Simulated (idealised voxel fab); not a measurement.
Process module, titled voxel spacer lines
cross-section cut | 265 nm wide | cells 5 nm
Format of a cross-section: grid, square cells. Given as bands. Order: top down. Band: one or more rows of cells.
This entry defines a band. It first specifies the height of the band's top and the height of its bottom in nm, and then specifies the band's materials from left to right, stating each material with its width in nm. The word "full width" identifies a single material that fills the band from edge to edge, while the word "air" identifies empty space.
Ref level 0: as-received wafer is one material below here. Bottom band extends down with no lower bound ("from 0 down").
Read "30..40" as a graded width: first number on top, second number at the bottom, same change between each pair of neighbouring rows.
The designation "same as before", where it is given for a processing step, indicates that no cell of the cross-section was altered in the course of that step.
Basically, "Sealed internal voids" tells you about the enclosed voids: empty spaces with no open way to the top, 8 cells or bigger, each written width x height at distance, where distance is from the left edge, all in nm.
Read whatever lies past the settings on a step's line as the simulator's own remark about the step.
The setting "overlay nm" may be written on the line of a step. When the step uses a mask, the value reports how far to the right of the planned place the mask lay, and a negative value reports that it lay to the left.
[Process steps foreseen in the plan]
1: RECEIVE | material Si
2: CONFORMAL_DEP | material Al2O3 | thk nm 10
3: DIRECTIONAL_DEP | material TiN | thk nm 10
4: DIRECTIONAL_DEP | material aC | thk nm 25
5: PATTERN | tone cover | mask id MANDREL | material resist | width nm 20 | pitch nm 70 | thk nm 35 | overlay nm 0
6: DIRECTIONAL_ETCH | etch materials aC | depth nm 25
7: STRIP | etch materials resist
8: CONFORMAL_DEP | material SiO2 | thk nm 15
9: DIRECTIONAL_ETCH | etch materials SiO2 | depth nm 15
10: STRIP | etch materials aC
11: DIRECTIONAL_ETCH | etch materials TiN | depth nm 10
12: STRIP | etch materials SiO2
[The first wafer of two, processed as planned]
[Wafer as received: cross-section following step 1]
  from 0 down | Si full width
  Sealed internal voids: none
[State of the wafer after step 2, shown in cross-section]
  from 10 to 0 | Al2O3 full width
  Under 0: no change, same as before.
[State of the wafer after step 3, shown in cross-section]
  from 20 to 10 | TiN full width
  Under 10: no change, same as before.
[State of the wafer after step 4, shown in cross-section]
  from 45 to 20 | aC full width
  Under 20: no change, same as before.
[State of the wafer after step 5, shown in cross-section]
  from 80 to 45 | 50 of air; 20 of resist; 50 of air; 20 of resist; 50 of air; 20 of resist; 55 of air
  Under 45: no change, same as before.
[State of the wafer after step 6, shown in cross-section]
  from 55 to 45 | 50 of air; 20 of resist; 50 of air; 20 of resist; 50 of air; 20 of resist; 55 of air
  from 45 to 20 | 50 of air; 20 of aC; 50 of air; 20 of aC; 50 of air; 20 of aC; 55 of air
  Under 20: no change, same as before.
[State of the wafer after step 7, shown in cross-section]
  from 45 to 20 | 50 of air; 20 of aC; 50 of air; 20 of aC; 50 of air; 20 of aC; 55 of air
  Under 20: no change, same as before.
[State of the wafer after step 8, shown in cross-section]
  from 60 to 45 | 35 of air; 50 of SiO2; 20 of air; 50 of SiO2; 20 of air; 50 of SiO2; 40 of air
  from 45 to 35 | 35 of air; 15 of SiO2; 20 of aC; 15 of SiO2; 20 of air; 15 of SiO2; 20 of aC; 15 of SiO2; 20 of air; 15 of SiO2; 20 of aC; 15 of SiO2; 40 of air
  from 35 to 20 | 50 of SiO2; 20 of aC; 50 of SiO2; 20 of aC; 50 of SiO2; 20 of aC; 55 of SiO2
  Under 20: no change, same as before.
[State of the wafer after step 9, shown in cross-section]
  from 45 to 20 | 35 of air; 15 of SiO2; 20 of aC; 15 of SiO2; 20 of air; 15 of SiO2; 20 of aC; 15 of SiO2; 20 of air; 15 of SiO2; 20 of aC; 15 of SiO2; 40 of air
  Under 20: no change, same as before.
[State of the wafer after step 10, shown in cross-section]
  from 45 to 20 | 35 of air; 15 of SiO2; 20 of air; 15 of SiO2; 20 of air; 15 of SiO2; 20 of air; 15 of SiO2; 20 of air; 15 of SiO2; 20 of air; 15 of SiO2; 40 of air
  Under 20: no change, same as before.
[State of the wafer after step 11, shown in cross-section]
  from 45 to 20 | 35 of air; 15 of SiO2; 20 of air; 15 of SiO2; 20 of air; 15 of SiO2; 20 of air; 15 of SiO2; 20 of air; 15 of SiO2; 20 of air; 15 of SiO2; 40 of air
  from 20 to 10 | 35 of air; 15 of TiN; 20 of air; 15 of TiN; 20 of air; 15 of TiN; 20 of air; 15 of TiN; 20 of air; 15 of TiN; 20 of air; 15 of TiN; 40 of air
  Under 10: no change, same as before.
[State of the wafer after step 12, shown in cross-section]
  from 20 to 10 | 35 of air; 15 of TiN; 20 of air; 15 of TiN; 20 of air; 15 of TiN; 20 of air; 15 of TiN; 20 of air; 15 of TiN; 20 of air; 15 of TiN; 40 of air
  Under 10: no change, same as before.
[Now the other wafer: same start, same recipe, but we messed up one thing when running it. Up to and including step 4 it's the same as the first one]
[Planned end of step 5: second wafer, cross-section]
  from 80 to 45 | 55 of air; 15 of resist; 55 of air; 15 of resist; 55 of air; 15 of resist; 55 of air
  Under 45: no change, same as before.
[Planned end of step 6: second wafer, cross-section]
  from 55 to 45 | 55 of air; 15 of resist; 55 of air; 15 of resist; 55 of air; 15 of resist; 55 of air
  from 45 to 20 | 55 of air; 15 of aC; 55 of air; 15 of aC; 55 of air; 15 of aC; 55 of air
  Under 20: no change, same as before.
[Planned end of step 7: second wafer, cross-section]
  from 45 to 20 | 55 of air; 15 of aC; 55 of air; 15 of aC; 55 of air; 15 of aC; 55 of air
  Under 20: no change, same as before.
[Planned end of step 8: second wafer, cross-section]
  from 60 to 45 | 40 of air; 45 of SiO2; 25 of air; 45 of SiO2; 25 of air; 45 of SiO2; 40 of air
  from 45 to 35 | 40 of air; 15 of SiO2; 15 of aC; 15 of SiO2; 25 of air; 15 of SiO2; 15 of aC; 15 of SiO2; 25 of air; 15 of SiO2; 15 of aC; 15 of SiO2; 40 of air
  from 35 to 20 | 55 of SiO2; 15 of aC; 55 of SiO2; 15 of aC; 55 of SiO2; 15 of aC; 55 of SiO2
  Under 20: no change, same as before.
[Planned end of step 9: second wafer, cross-section]
  from 45 to 20 | 40 of air; 15 of SiO2; 15 of aC; 15 of SiO2; 25 of air; 15 of SiO2; 15 of aC; 15 of SiO2; 25 of air; 15 of SiO2; 15 of aC; 15 of SiO2; 40 of air
  Under 20: no change, same as before.
[Planned end of step 10: second wafer, cross-section]
  from 45 to 20 | 40 of air; 15 of SiO2; 15 of air; 15 of SiO2; 25 of air; 15 of SiO2; 15 of air; 15 of SiO2; 25 of air; 15 of SiO2; 15 of air; 15 of SiO2; 40 of air
  Under 20: no change, same as before.
[Planned end of step 11: second wafer, cross-section]
  from 45 to 20 | 40 of air; 15 of SiO2; 15 of air; 15 of SiO2; 25 of air; 15 of SiO2; 15 of air; 15 of SiO2; 25 of air; 15 of SiO2; 15 of air; 15 of SiO2; 40 of air
  from 20 to 10 | 40 of air; 15 of TiN; 15 of air; 15 of TiN; 25 of air; 15 of TiN; 15 of air; 15 of TiN; 25 of air; 15 of TiN; 15 of air; 15 of TiN; 40 of air
  Under 10: no change, same as before.
[Planned end of step 12: second wafer, cross-section]
  from 20 to 10 | 40 of air; 15 of TiN; 15 of air; 15 of TiN; 25 of air; 15 of TiN; 15 of air; 15 of TiN; 25 of air; 15 of TiN; 15 of air; 15 of TiN; 40 of air
  Under 10: no change, same as before.
Here's what went sideways: step 5 changed vs plan, executed as PATTERN | tone cover | mask id MANDREL | material resist | width nm 15 | pitch nm 70 | thk nm 35 | overlay nm 0
At the end, the second wafer has the same number of cells of each material as the first, but those cells sit in other places.
